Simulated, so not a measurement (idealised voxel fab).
Herein follows the process module entitled voxel fin reveal.
Cross-sectional view cut (width: 185 nm; square cell size: 5 nm).
Cross-section layout: square cells on a grid; listed as bands, top to bottom; a band spans one or more cell rows.
What a band's entry tells you: where the top is and where the bottom is, as heights in nm, and after that what lies inside, material by material from left to right, each with its width in nm. Empty space is written as the word "empty", and a single material marked with the word "everywhere" occupies the band from edge to edge.
Heights are expressed relative to 0, this being the level below which the as-received wafer comprises one material exclusively. The lowest band is unbounded in the downward direction and is denoted as in "top 0, no bottom".
Think of "30..40" as a width that walks from the first number to the second as you go down the band, top row to bottom row, taking equal-sized steps from row to row.
It should be understood that the words "no modifications", when stated for a given step, signify that the cross-section underwent no change in any of its cells during that step.
Trapped voids: empty space of 8 cells or more with no open way to the top, each as width x height at its distance from the left edge, in nm
Past the settings on a step's line: simulator remark, on that step.
A step's line can hold "overlay nm"; with a mask on that step, the setting says how far right of the planned place the mask lay, while a negative setting says it lay to the left.
Planned step list for the process
1 RECEIVE, material Si
2 CONFORMAL_DEP, material SiN, thk nm 5
3 DIRECTIONAL_DEP, material aC, thk nm 15
4 PATTERN, tone cover, mask id FINS, material resist, width nm 15, pitch nm 45, thk nm 35, overlay nm 0
5 DIRECTIONAL_ETCH, etch materials aC, depth nm 15
6 STRIP, etch materials resist
7 DIRECTIONAL_ETCH, etch materials SiN, depth nm 5
8 DIRECTIONAL_ETCH, etch materials Si, depth nm 35
9 STRIP, etch materials aC
10 OXIDIZE, depth nm 5
11 FILL_DEP, material SiO2, thk nm 10
12 CMP, height nm 5
13 SELECTIVE_ETCH, etch materials SiO2, depth nm 20
14 STRIP, etch materials SiN
15 CONFORMAL_DEP, material SiO2, thk nm 5
Wafer as received: cross-section following step 1
top 0, no bottom = Si everywhere
Trapped voids: none
Cross-section taken at module completion on the first of two wafers; processed per the plan
top 5, bottom 0 = empty 60 nm; SiO2 15 nm; empty 30 nm; SiO2 15 nm; empty 65 nm
top 0, bottom -10 = empty 60 nm; SiO2 5 nm; Si 5 nm; SiO2 5 nm; empty 30 nm; SiO2 5 nm; Si 5 nm; SiO2 5 nm; empty 65 nm
top -10, bottom -40 = SiO2 65 nm; Si 5 nm; SiO2 40 nm; Si 5 nm; SiO2 70 nm
top -40, no bottom = Si everywhere
Trapped voids: none
Now the second wafer, cross-sectioned at the end of the module. Nothing different at the start, nothing different in the plan compared with the first, just one mistake when it was actually run
top 5, bottom 0 = empty 60 nm; SiO2 15 nm; empty 30 nm; SiO2 15 nm; empty 65 nm
top 0, bottom -10 = empty 60 nm; SiO2 5 nm; Si 5 nm; SiO2 5 nm; empty 30 nm; SiO2 5 nm; Si 5 nm; SiO2 5 nm; empty 65 nm
top -10, bottom -30 = SiO2 65 nm; Si 5 nm; SiO2 40 nm; Si 5 nm; SiO2 70 nm
top -30, no bottom = Si everywhere
Trapped voids: none
Here's what went sideways: step 8 ran with different settings than intended, the actual operation and settings being DIRECTIONAL_ETCH, etch materials Si, depth nm 25
The closing comparison, in cells, has the second wafer with more or fewer of some materials than the first: Si +70; SiO2 -70
